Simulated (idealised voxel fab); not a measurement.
A process module follows: voxel ribs on slabs.
In the cross-section labelled cut, the width is 270 nm and each square cell is 5 nm.
Format of a cross-section: grid, square cells. Given as bands. Order: top down. Band: one or more rows of cells.
Heights first: top, then bottom, in nm. Then materials, left to right, each with a width in nm. "all across" on a single material: fills the band edge to edge. "empty": empty space.
Counting heights begins at 0, where everything beneath is, in the wafer as received, one material. The lowest band has no bottom; it goes on downwards, as "0 down" shows.
So if you see something like "30..40" for the width, read it as the top row of the band sitting at the first number and the bottom row at the second, with every row in between moving by the same amount as the last.
Where a step carries "nothing altered", the cross-section came out of it unchanged, cell for cell.
Empty spaces counting at least 8 cells and having no open way to the top are listed in "Fully sealed cavities". The notation width x height at distance is used for each, the distance being from the left edge and all three values in nm.
On each step's line, the part that comes after the settings is the simulator's own comment on the step.
"overlay nm" answers the question of how far to the right of plan the mask lay on a step that has a mask, and when it is negative the answer is to the left.

Set out below are the planned steps of the process:
1. RECEIVE | material Si
2. DIRECTIONAL_DEP | material SiO2 | thk nm 20
3. DIRECTIONAL_DEP | material polySi | thk nm 15
4. MASKED_ETCH | tone cover | mask id RIB | width nm 20 | etch materials polySi | depth nm 5 | overlay nm 0
5. DIRECTIONAL_DEP | material aC | thk nm 10
6. PATTERN | tone cover | mask id SLAB | material resist | width nm 50 | thk nm 25 | overlay nm 0
7. DIRECTIONAL_ETCH | etch materials aC | depth nm 10
8. STRIP | etch materials resist
9. DIRECTIONAL_ETCH | etch materials polySi | depth nm 10
10. STRIP | etch materials aC
11. FILL_DEP | material SiO2 | thk nm 25
12. CMP | height nm 50
13. DIRECTIONAL_DEP | material W | thk nm 5
14. DIRECTIONAL_DEP | material aC | thk nm 10
15. PATTERN | tone cover | mask id HEATER | material resist | width nm 30 | thk nm 30 | overlay nm 0
16. DIRECTIONAL_ETCH | etch materials aC | depth nm 10
17. STRIP | etch materials resist
18. DIRECTIONAL_ETCH | etch materials W | depth nm 5
19. STRIP | etch materials aC
20. CONFORMAL_DEP | material SiN | thk nm 10

The first of a set of two wafers, run to plan:

Wafer as received: cross-section following step 1:
    0 down | Si all across
    Fully sealed cavities: none

The wafer in cross-section once step 2 is complete:
    20 to 0 | SiO2 all across
    At heights below 0, the structure remains unaltered.

The wafer in cross-section once step 3 is complete:
    35 to 20 | polySi all across
    At heights below 20, the structure remains unaltered.

The wafer in cross-section once step 4 is complete:
    35 to 30 | empty=125 / polySi=20 / empty=125
    At heights below 30, the structure remains unaltered.

The wafer in cross-section once step 5 is complete:
    45 to 40 | empty=125 / aC=20 / empty=125
    40 to 35 | aC all across
    35 to 30 | aC=125 / polySi=20 / aC=125
    At heights below 30, the structure remains unaltered.

The wafer in cross-section once step 6 is complete:
    70 to 45 | empty=110 / resist=50 / empty=110
    45 to 40 | empty=110 / resist=15 / aC=20 / resist=15 / empty=110
    At heights below 40, the structure remains unaltered.

The wafer in cross-section once step 7 is complete:
    60 to 45 | empty=110 / resist=50 / empty=110
    45 to 40 | empty=110 / resist=15 / aC=20 / resist=15 / empty=110
    40 to 35 | empty=110 / aC=50 / empty=110
    35 to 30 | empty=110 / aC=15 / polySi=20 / aC=15 / empty=110
    At heights below 30, the structure remains unaltered.

The wafer in cross-section once step 8 is complete:
    45 to 35 | empty=125..110 / aC=20..50 / empty=125..110
    At heights below 35, the structure remains unaltered.

The wafer in cross-section once step 9 is complete:
    45 to 35 | empty=125..110 / aC=20..50 / empty=125..110
    35 to 30 | empty=110 / aC=15 / polySi=20 / aC=15 / empty=110
    30 to 20 | empty=110 / polySi=50 / empty=110
    At heights below 20, the structure remains unaltered.

The wafer in cross-section once step 10 is complete:
    35 to 30 | empty=125 / polySi=20 / empty=125
    At heights below 30, the structure remains unaltered.

The wafer in cross-section once step 11 is complete:
    60 to 35 | SiO2 all across
    35 to 30 | SiO2=125 / polySi=20 / SiO2=125
    30 to 20 | SiO2=110 / polySi=50 / SiO2=110
    At heights below 20, the structure remains unaltered.

The wafer in cross-section once step 12 is complete:
    50 to 35 | SiO2 all across
    At heights below 35, the structure remains unaltered.

The wafer in cross-section once step 13 is complete:
    55 to 50 | W all across
    At heights below 50, the structure remains unaltered.

The wafer in cross-section once step 14 is complete:
    65 to 55 | aC all across
    At heights below 55, the structure remains unaltered.

The wafer in cross-section once step 15 is complete:
    95 to 65 | empty=120 / resist=30 / empty=120
    At heights below 65, the structure remains unaltered.

The wafer in cross-section once step 16 is complete:
    85 to 65 | empty=120 / resist=30 / empty=120
    65 to 55 | empty=120 / aC=30 / empty=120
    At heights below 55, the structure remains unaltered.

The wafer in cross-section once step 17 is complete:
    65 to 55 | empty=120 / aC=30 / empty=120
    At heights below 55, the structure remains unaltered.

The wafer in cross-section once step 18 is complete:
    65 to 55 | empty=120 / aC=30 / empty=120
    55 to 50 | empty=120 / W=30 / empty=120
    At heights below 50, the structure remains unaltered.

The wafer in cross-section once step 19 is complete:
    55 to 50 | empty=120 / W=30 / empty=120
    At heights below 50, the structure remains unaltered.

The wafer in cross-section once step 20 is complete:
    65 to 60 | empty=110 / SiN=50 / empty=110
    60 to 55 | SiN all across
    55 to 50 | SiN=120 / W=30 / SiN=120
    At heights below 50, the structure remains unaltered.

The second wafer was prepared from the same starting point and under the same plan as the first; its processing contained one mistake, and it remains indistinguishable from the first wafer up to and including step 2:

The second wafer in cross-section, at the planned close of step 3:
    35 to 20 | SiN all across
    At heights below 20, the structure remains unaltered.

The second wafer in cross-section, at the planned close of step 4: nothing altered

The second wafer in cross-section, at the planned close of step 5:
    45 to 35 | aC all across
    At heights below 35, the structure remains unaltered.

The second wafer in cross-section, at the planned close of step 6:
    70 to 45 | empty=110 / resist=50 / empty=110
    At heights below 45, the structure remains unaltered.

The second wafer in cross-section, at the planned close of step 7:
    60 to 45 | empty=110 / resist=50 / empty=110
    45 to 35 | empty=110 / aC=50 / empty=110
    At heights below 35, the structure remains unaltered.

The second wafer in cross-section, at the planned close of step 8:
    45 to 35 | empty=110 / aC=50 / empty=110
    At heights below 35, the structure remains unaltered.

The second wafer in cross-section, at the planned close of step 9: nothing altered

The second wafer in cross-section, at the planned close of step 10:
    35 to 20 | SiN all across
    At heights below 20, the structure remains unaltered.

The second wafer in cross-section, at the planned close of step 11:
    60 to 35 | SiO2 all across
    At heights below 35, the structure remains unaltered.

The second wafer in cross-section, at the planned close of step 12:
    50 to 35 | SiO2 all across
    At heights below 35, the structure remains unaltered.

The second wafer in cross-section, at the planned close of step 13:
    55 to 50 | W all across
    At heights below 50, the structure remains unaltered.

The second wafer in cross-section, at the planned close of step 14:
    65 to 55 | aC all across
    At heights below 55, the structure remains unaltered.

The second wafer in cross-section, at the planned close of step 15:
    95 to 65 | empty=120 / resist=30 / empty=120
    At heights below 65, the structure remains unaltered.

The second wafer in cross-section, at the planned close of step 16:
    85 to 65 | empty=120 / resist=30 / empty=120
    65 to 55 | empty=120 / aC=30 / empty=120
    At heights below 55, the structure remains unaltered.

The second wafer in cross-section, at the planned close of step 17:
    65 to 55 | empty=120 / aC=30 / empty=120
    At heights below 55, the structure remains unaltered.

The second wafer in cross-section, at the planned close of step 18:
    65 to 55 | empty=120 / aC=30 / empty=120
    55 to 50 | empty=120 / W=30 / empty=120
    At heights below 50, the structure remains unaltered.

The second wafer in cross-section, at the planned close of step 19:
    55 to 50 | empty=120 / W=30 / empty=120
    At heights below 50, the structure remains unaltered.

The second wafer in cross-section, at the planned close of step 20:
    65 to 60 | empty=110 / SiN=50 / empty=110
    60 to 55 | SiN all across
    55 to 50 | SiN=120 / W=30 / SiN=120
    At heights below 50, the structure remains unaltered.
Error vs. plan: contrary to plan, step 3 was performed as DIRECTIONAL_DEP | material SiN | thk nm 15
Final tally in cells, some materials are higher or lower on the second wafer than on the first: SiN +162 | SiO2 -138 | polySi -24
